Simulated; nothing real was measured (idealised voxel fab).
process module | voxel plated lines
cross-section cut | 185 nm wide | cells 5 nm
A cross-section is a grid of square cells, given in bands from the top down. A band is one or more rows of cells.
Each band's line starts with the height of the band's top and of its bottom, in nm. Then come its materials from left to right, each with its width in nm. One material with "throughout" fills the band from edge to edge. "air" is empty space.
Height 0 is the level under which the wafer as received is all one material. The lowest band goes on downwards, as in "0 down".
A width such as "30 to 40" changes by the same amount from each row of cells to the next, from the band's top row to its bottom row.
"no change" after a step means that no cell of the cross-section changed.
closed voids: empty space of 8 cells or more with no open way to the top, each as width x height at its distance from the left edge, in nm
after a step's settings: what the simulator itself notes on the step
overlay nm, on a step with a mask: how far to the right of its planned place the mask lay; to the left if negative
plan
1 op RECEIVE | material Si
2 op CONFORMAL_DEP | material SiO2 | thk nm 10
3 op DIRECTIONAL_DEP | material TiN | thk nm 5
4 op PATTERN | tone open | mask id LINES | material resist | width nm 15 | pitch nm 35 | thk nm 30 | overlay nm 0
5 op EPI | material Ru | thk nm 10
6 op EPI | material Ru | thk nm 10
7 op STRIP | etch materials resist
8 op DIRECTIONAL_ETCH | etch materials TiN | depth nm 5
9 op CONFORMAL_DEP | material SiO2 | thk nm 5
as received, after step 1
  0 down: Si throughout
  closed voids: none
first wafer at the end, as planned
  40 to 35: air 25 | SiO2 25 | air 10 | SiO2 25 | air 10 | SiO2 25 | air 10 | SiO2 25 | air 30
  35 to 15: air 25 | SiO2 5 | Ru 15 | SiO2 5 | air 10 | SiO2 5 | Ru 15 | SiO2 5 | air 10 | SiO2 5 | Ru 15 | SiO2 5 | air 10 | SiO2 5 | Ru 15 | SiO2 5 | air 30
  15 to 10: SiO2 30 | TiN 15 | SiO2 20 | TiN 15 | SiO2 20 | TiN 15 | SiO2 20 | TiN 15 | SiO2 35
  10 to 0: SiO2 throughout
  0 down: Si throughout
  closed voids: none
second wafer at the end: like start, like plan, one mistake
  40 to 35: SiO2 35 | air 5 | SiO2 30 | air 5 | SiO2 30 | air 5 | SiO2 30 | air 5 | SiO2 40
  35 to 15: Ru 30 | SiO2 5 | air 5 | SiO2 5 | Ru 20 | SiO2 5 | air 5 | SiO2 5 | Ru 20 | SiO2 5 | air 5 | SiO2 5 | Ru 20 | SiO2 5 | air 5 | SiO2 5 | Ru 35
  15 to 10: TiN 30 | SiO2 15 | TiN 20 | SiO2 15 | TiN 20 | SiO2 15 | TiN 20 | SiO2 15 | TiN 35
  10 to 0: SiO2 throughout
  0 down: Si throughout
  closed voids: none
what went wrong: step 4 ran as: op PATTERN | tone cover | mask id LINES | material resist | width nm 15 | pitch nm 35 | thk nm 30 | overlay nm 0
at the end the second wafer has, in cells: 52 more of Ru | 13 more of TiN
